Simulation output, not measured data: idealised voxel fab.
voxel capacitor over wiring: a process module
Each square cell in cross-section cut measures 5 nm, and the section as a whole is 270 nm wide.
Heads up, the way a cross-section reads in here is a grid of square cells, handed over as bands from the top down, with every band being one or more rows of cells.
Per band: top height and bottom height in nm, followed by the left-to-right materials and their widths in nm; "everywhere" marks a single material spanning edge to edge, "empty" marks empty space.
Heads up on the height convention: 0 is the point under which the incoming wafer is all one material, and the lowest band has no bottom, it just keeps going down, like "from 0 down".
It should be noted that a width expressed as "30..40" varies in equal increments from row to row of cells within the band, taking the value of the first number at the top row and that of the second number at the bottom row.
Step marked "same as before"? Then no cell in the cross-section changed in it.
Each empty space that has no open way to the top and spans at least 8 cells appears under "Closed cavities" as width x height at distance, the distance counted from the left edge, all in nm.
Past the settings on a step's line: simulator remark, on that step.
overlay nm: step with mask; distance mask lay right of planned place; negative value = left of planned place.

### Listed below are the process steps as planned
1. RECEIVE, material Si
2. CONFORMAL_DEP, material SiO2, thk nm 15
3. CONFORMAL_DEP, material SiCN, thk nm 5
4. DIRECTIONAL_DEP, material SiO2, thk nm 20
5. PATTERN, tone open, mask id METAL_1, material resist, width nm 30, pitch nm 80, thk nm 20, overlay nm 0
6. DIRECTIONAL_ETCH, etch materials SiO2, depth nm 20
7. DIRECTIONAL_ETCH, etch materials SiCN, depth nm 5
8. STRIP, etch materials resist
9. CONFORMAL_DEP, material TiN, thk nm 5
10. FILL_DEP, material Cu, thk nm 5
11. CMP, height nm 40
12. EPI, material Ru, thk nm 5
13. FILL_DEP, material SiCN, thk nm 5
14. DIRECTIONAL_DEP, material lowk, thk nm 20
15. PATTERN, tone open, mask id PLUG_1, material resist, width nm 15, thk nm 15, overlay nm 0
16. DIRECTIONAL_ETCH, etch materials lowk, depth nm 20
17. DIRECTIONAL_ETCH, etch materials SiCN, depth nm 5
18. STRIP, etch materials resist
19. EPI, material Ru, thk nm 10
20. EPI, material Ru, thk nm 10
21. EPI, material Ru, thk nm 5
22. DIRECTIONAL_DEP, material TiN, thk nm 5
23. DIRECTIONAL_DEP, material Al2O3, thk nm 5
24. DIRECTIONAL_DEP, material TiN, thk nm 10
25. DIRECTIONAL_DEP, material aC, thk nm 15
26. PATTERN, tone cover, mask id UPPER_PLATE, material resist, width nm 55, thk nm 35, overlay nm 0
27. DIRECTIONAL_ETCH, etch materials aC, depth nm 15
28. STRIP, etch materials resist
29. DIRECTIONAL_ETCH, etch materials TiN, depth nm 10
30. DIRECTIONAL_ETCH, etch materials Al2O3, depth nm 5
31. STRIP, etch materials aC
32. MASKED_ETCH, tone cover, mask id LOWER_PLATE, width nm 65, etch materials TiN, depth nm 5, overlay nm 0
33. FILL_DEP, material SiO2, thk nm 20
34. CMP, height nm 105
35. PATTERN, tone open, mask id PLUG_2, material resist, width nm 15, thk nm 15, overlay nm 0
36. DIRECTIONAL_ETCH, etch materials SiO2, depth nm 15
37. STRIP, etch materials resist
38. CONFORMAL_DEP, material TiN, thk nm 5
39. FILL_DEP, material W, thk nm 10
40. CMP, height nm 105
41. CONFORMAL_DEP, material SiN, thk nm 5

### The cross-section here shows the wafer as received, i.e. in its state after step 1
> from 0 down: Si everywhere
> Closed cavities: none

### First of two wafers: cross-section at end of module, run per plan
> from 110 to 105: SiN everywhere
> from 105 to 95: SiO2 105 nm, then TiN 5 nm, then W 5 nm, then TiN 5 nm, then SiO2 150 nm
> from 95 to 90: SiO2 105 nm, then TiN 15 nm, then SiO2 150 nm
> from 90 to 80: SiO2 95 nm, then TiN 55 nm, then SiO2 120 nm
> from 80 to 75: SiO2 95 nm, then Al2O3 55 nm, then SiO2 120 nm
> from 75 to 70: SiO2 90 nm, then TiN 65 nm, then SiO2 115 nm
> from 70 to 50: lowk 95 nm, then Ru 15 nm, then lowk 160 nm
> from 50 to 45: SiCN 95 nm, then Ru 15 nm, then SiCN 160 nm
> from 45 to 40: SiCN 75 nm, then Ru 40 nm, then SiCN 40 nm, then Ru 40 nm, then SiCN 75 nm
> from 40 to 20: SiO2 80 nm, then TiN 5 nm, then Cu 20 nm, then TiN 5 nm, then SiO2 50 nm, then TiN 5 nm, then Cu 20 nm, then TiN 5 nm, then SiO2 80 nm
> from 20 to 15: SiCN 80 nm, then TiN 30 nm, then SiCN 50 nm, then TiN 30 nm, then SiCN 80 nm
> from 15 to 0: SiO2 everywhere
> from 0 down: Si everywhere
> Closed cavities: none

### What the second wafer looks like in cross-section once the module is done. Its start and its plan matched the first wafer's exactly; what differed was one mistake in how it was run
> from 110 to 105: SiN everywhere
> from 105 to 100: SiO2 105 nm, then TiN 45 nm, then SiO2 120 nm
> from 100 to 95: SiO2 105 nm, then TiN 5 nm, then Al2O3 40 nm, then SiO2 120 nm
> from 95 to 90: SiO2 90 nm, then TiN 5 nm, then SiO2 10 nm, then TiN 50 nm, then SiO2 115 nm
> from 90 to 80: lowk 95 nm, then TiN 15 nm, then lowk 160 nm
> from 80 to 75: lowk 95 nm, then Al2O3 15 nm, then lowk 160 nm
> from 75 to 70: lowk 95 nm, then TiN 15 nm, then lowk 160 nm
> from 70 to 50: lowk everywhere
> from 50 to 45: SiCN everywhere
> from 45 to 40: SiCN 75 nm, then Ru 40 nm, then SiCN 40 nm, then Ru 40 nm, then SiCN 75 nm
> from 40 to 20: SiO2 80 nm, then TiN 5 nm, then Cu 20 nm, then TiN 5 nm, then SiO2 50 nm, then TiN 5 nm, then Cu 20 nm, then TiN 5 nm, then SiO2 80 nm
> from 20 to 15: SiCN 80 nm, then TiN 30 nm, then SiCN 50 nm, then TiN 30 nm, then SiCN 80 nm
> from 15 to 0: SiO2 everywhere
> from 0 down: Si everywhere
> Closed cavities: none
Against the plan, the run slipped here: step 14, plan: ran twice
Final wafer comparison in cells, second versus first, more or fewer per material: 15 fewer of Ru; 3 more of SiCN; 190 fewer of SiO2; 12 fewer of TiN; 2 fewer of W; 216 more of lowk
